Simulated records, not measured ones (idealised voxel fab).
process module | voxel self aligned contacts
cross-section cut | 160 nm wide | cells 5 nm
A cross-section is a grid of square cells, given in bands from the top down. A band is one or more rows of cells.
Each band's line starts with the height of the band's top and of its bottom, in nm. Then come its materials from left to right, each with its width in nm. One material with "throughout" fills the band from edge to edge. "air" is empty space.
Height 0 is the level under which the wafer as received is all one material. The lowest band goes on downwards, as in "0 down".
A width such as "30 to 40" changes by the same amount from each row of cells to the next, from the band's top row to its bottom row.
"no change" after a step means that no cell of the cross-section changed.
closed voids: empty space of 8 cells or more with no open way to the top, each as width x height at its distance from the left edge, in nm
after a step's settings: what the simulator itself notes on the step
overlay nm, on a step with a mask: how far to the right of its planned place the mask lay; to the left if negative
plan
1 op RECEIVE | material Si
2 op OXIDIZE | depth nm 5
3 op DIRECTIONAL_DEP | material polySi | thk nm 25
4 op DIRECTIONAL_DEP | material SiN | thk nm 20
5 op PATTERN | tone cover | mask id GATE | material resist | width nm 35 | pitch nm 70 | thk nm 15 | overlay nm 0
6 op DIRECTIONAL_ETCH | etch materials SiN | depth nm 20
7 op DIRECTIONAL_ETCH | etch materials polySi | depth nm 25
8 op STRIP | etch materials resist
9 op CONFORMAL_DEP | material SiN | thk nm 5
10 op DIRECTIONAL_ETCH | etch materials SiN | depth nm 5
11 op FILL_DEP | material SiO2 | thk nm 15
12 op CMP | height nm 50
13 op PATTERN | tone open | mask id CONTACT | material resist | width nm 45 | thk nm 15 | overlay nm 0
14 op DIRECTIONAL_ETCH | etch materials SiO2 | depth nm 55
15 op STRIP | etch materials resist
16 op CONFORMAL_DEP | material TiN | thk nm 5
17 op FILL_DEP | material Ru | thk nm 10
18 op CMP | height nm 50
19 op CONFORMAL_DEP | material SiN | thk nm 5
as received, after step 1
  0 down: Si throughout
  closed voids: none
a wafer at the end: this start, this plan, one mistake
  55 to 50: SiN throughout
  50 to 45: SiO2 55 | TiN 15 | Ru 15 | TiN 15 | SiO2 60
  45 to 25: SiO2 20 | SiN 45 | TiN 5 | Ru 15 | TiN 5 | SiN 45 | SiO2 25
  25 to 5: SiO2 20 | SiN 5 | polySi 35 | SiN 5 | TiN 5 | Ru 15 | TiN 5 | SiN 5 | polySi 35 | SiN 5 | SiO2 25
  5 to 0: SiO2 20 | SiN 5 | polySi 35 | SiN 5 | TiN 25 | SiN 5 | polySi 35 | SiN 5 | SiO2 25
  0 down: Si throughout
  closed voids: none
what went wrong: step 2 was left out
